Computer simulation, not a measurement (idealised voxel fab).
process module | voxel capacitor over wiring
cross-section cut | 225 nm wide | cells 5 nm
A cross-section is a grid of square cells, given in bands from the top down. A band is one or more rows of cells.
Each band's line starts with the height of the band's top and of its bottom, in nm. Then come its materials from left to right, each with its width in nm. One material with "throughout" fills the band from edge to edge. "air" is empty space.
Height 0 is the level under which the wafer as received is all one material. The lowest band goes on downwards, as in "0 down".
A width such as "30 to 40" changes by the same amount from each row of cells to the next, from the band's top row to its bottom row.
"no change" after a step means that no cell of the cross-section changed.
closed voids: empty space of 8 cells or more with no open way to the top, each as width x height at its distance from the left edge, in nm
after a step's settings: what the simulator itself notes on the step
overlay nm, on a step with a mask: how far to the right of its planned place the mask lay; to the left if negative
plan
1 op RECEIVE | material Si
2 op CONFORMAL_DEP | material SiO2 | thk nm 15
3 op DIRECTIONAL_DEP | material TiN | thk nm 5
4 op DIRECTIONAL_DEP | material W | thk nm 15
5 op MASKED_ETCH | tone cover | mask id METAL_1 | width nm 25 | pitch nm 95 | etch materials W | depth nm 15 | overlay nm 0
6 op MASKED_ETCH | tone cover | mask id METAL_1 | width nm 25 | pitch nm 95 | etch materials TiN | depth nm 5 | overlay nm 0
7 op CONFORMAL_DEP | material SiCN | thk nm 5
8 op FILL_DEP | material lowk | thk nm 5
9 op CMP | height nm 35
10 op CONFORMAL_DEP | material SiCN | thk nm 5
11 op DIRECTIONAL_DEP | material lowk | thk nm 15
12 op PATTERN | tone open | mask id PLUG_1 | material resist | width nm 15 | thk nm 20 | overlay nm 0
13 op DIRECTIONAL_ETCH | etch materials lowk | depth nm 15
14 op DIRECTIONAL_ETCH | etch materials SiCN | depth nm 5
15 op STRIP | etch materials resist
16 op CONFORMAL_DEP | material TiN | thk nm 5
17 op FILL_DEP | material Ru | thk nm 10
18 op CMP | height nm 55
19 op DIRECTIONAL_DEP | material TiN | thk nm 5
20 op DIRECTIONAL_DEP | material SiN | thk nm 5
21 op DIRECTIONAL_DEP | material TiN | thk nm 5
22 op PATTERN | tone cover | mask id UPPER_PLATE | material resist | width nm 75 | thk nm 15 | overlay nm 0
23 op DIRECTIONAL_ETCH | etch materials TiN | depth nm 5
24 op DIRECTIONAL_ETCH | etch materials SiN | depth nm 5
25 op STRIP | etch materials resist
26 op MASKED_ETCH | tone cover | mask id LOWER_PLATE | width nm 85 | etch materials TiN | depth nm 5 | overlay nm 0
27 op FILL_DEP | material SiO2 | thk nm 20
28 op CMP | height nm 85
29 op MASKED_ETCH | tone open | mask id PLUG_2 | width nm 15 | etch materials SiO2 | depth nm 15 | overlay nm 0
30 op CONFORMAL_DEP | material TiN | thk nm 5
31 op FILL_DEP | material Ru | thk nm 10
32 op CMP | height nm 85
33 op CONFORMAL_DEP | material SiN | thk nm 5
as received, after step 1
  0 down: Si throughout
  closed voids: none
a wafer at the end: this start, this plan, one mistake
  90 to 85: SiN throughout
  85 to 75: Ru 65 | TiN 5 | SiO2 15 | TiN 5 | Ru 135
  75 to 70: TiN 70 | SiO2 15 | TiN 140
  70 to 65: SiO2 60 | TiN 75 | SiO2 90
  65 to 60: SiO2 60 | SiN 75 | SiO2 90
  60 to 55: SiO2 55 | TiN 85 | SiO2 85
  55 to 40: lowk 60 | TiN 5 | Ru 5 | TiN 5 | lowk 150
  40 to 35: SiCN 60 | TiN 15 | SiCN 150
  35 to 20: lowk 45 | SiCN 5 | W 25 | SiCN 5 | lowk 60 | SiCN 5 | W 25 | SiCN 5 | lowk 50
  20 to 15: SiCN 50 | TiN 25 | SiCN 70 | TiN 25 | SiCN 55
  15 to 0: SiO2 throughout
  0 down: Si throughout
  closed voids: none
what went wrong: step 29 ran as: op MASKED_ETCH | tone cover | mask id PLUG_2 | width nm 15 | etch materials SiO2 | depth nm 15 | overlay nm 0
